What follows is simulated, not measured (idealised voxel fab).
You're looking at the process module voxel ribs on slabs.
The width of the displayed cross-section, cut, is 230 nm; its cells are square, with a size of 5 nm.
Square cells in a grid make up a cross-section in this document, and the grid is given as bands, listed from the top down, each one or more rows of cells. Look at the band entry: it leads with the top's height and the bottom's height in nm. Then it lists the materials left to right, with a width in nm for each. The word "edge to edge" on a single material says that material fills the band edge to edge. The word "empty" is empty space. Below 0: as-received wafer, all one material; heights counted from there. Lowest band: no bottom, goes on down, written "0 and below". A width such as "30..40" changes by the same amount from each row of cells to the next, from the band's top row to its bottom row. Take "identical to before" at face value: in the step it is given for, the cross-section changed in none of its cells. "Trapped cavities" - sealed voids, min. 8 cells, no opening to top; format: width x height at distance (distance from left edge; nm throughout). Past the settings on a step's line: simulator remark, on that step. The line of a step may include "overlay nm". On a step with a mask, this value is how far to the right of its planned place the mask lay. A negative value means the mask lay to the left.

[Set out below are the planned steps of the process]
| 1 | RECEIVE (material Si) |
| 2 | DIRECTIONAL_DEP (material SiO2; thk nm 25) |
| 3 | DIRECTIONAL_DEP (material SiN; thk nm 20) |
| 4 | PATTERN (tone cover; mask id RIB; material resist; width nm 20; thk nm 15; overlay nm -15) |
| 5 | DIRECTIONAL_ETCH (etch materials SiN; depth nm 5) |
| 6 | STRIP (etch materials resist) |
| 7 | PATTERN (tone cover; mask id SLAB; material resist; width nm 50; thk nm 20; overlay nm 0) |
| 8 | DIRECTIONAL_ETCH (etch materials SiN; depth nm 15) |
| 9 | STRIP (etch materials resist) |
| 10 | FILL_DEP (material SiO2; thk nm 15) |
| 11 | CMP (height nm 55) |
| 12 | DIRECTIONAL_DEP (material W; thk nm 5) |
| 13 | PATTERN (tone cover; mask id HEATER; material resist; width nm 30; thk nm 20; overlay nm 0) |
| 14 | DIRECTIONAL_ETCH (etch materials W; depth nm 5) |
| 15 | STRIP (etch materials resist) |
| 16 | CONFORMAL_DEP (material SiN; thk nm 10) |
The overlay nm used in step 4 is not the same on every wafer, whereas the starting condition is; the value printed in the plan is the first wafer's.

[So this is the first of several wafers, cross-sectioned as it came to us, meaning it's at the end of step 1]
  0 and below | Si edge to edge
  Trapped cavities: none

[The following table contains a row per wafer, in which are reported, at the conclusion of the module, the cells of each material gained (+) or lost (-) since the wafer's receipt, with its closed voids given thereafter]
overlay nm -15, +130 SiN, +472 SiO2, +6 W, Trapped cavities: none
overlay nm -10, +130 SiN, +472 SiO2, +6 W, Trapped cavities: none
overlay nm -5, +130 SiN, +472 SiO2, +6 W, Trapped cavities: none
overlay nm 0, +130 SiN, +472 SiO2, +6 W, Trapped cavities: none
overlay nm 5, +130 SiN, +472 SiO2, +6 W, Trapped cavities: none
overlay nm 10, +130 SiN, +472 SiO2, +6 W, Trapped cavities: none
overlay nm 15, +130 SiN, +472 SiO2, +6 W, Trapped cavities: none
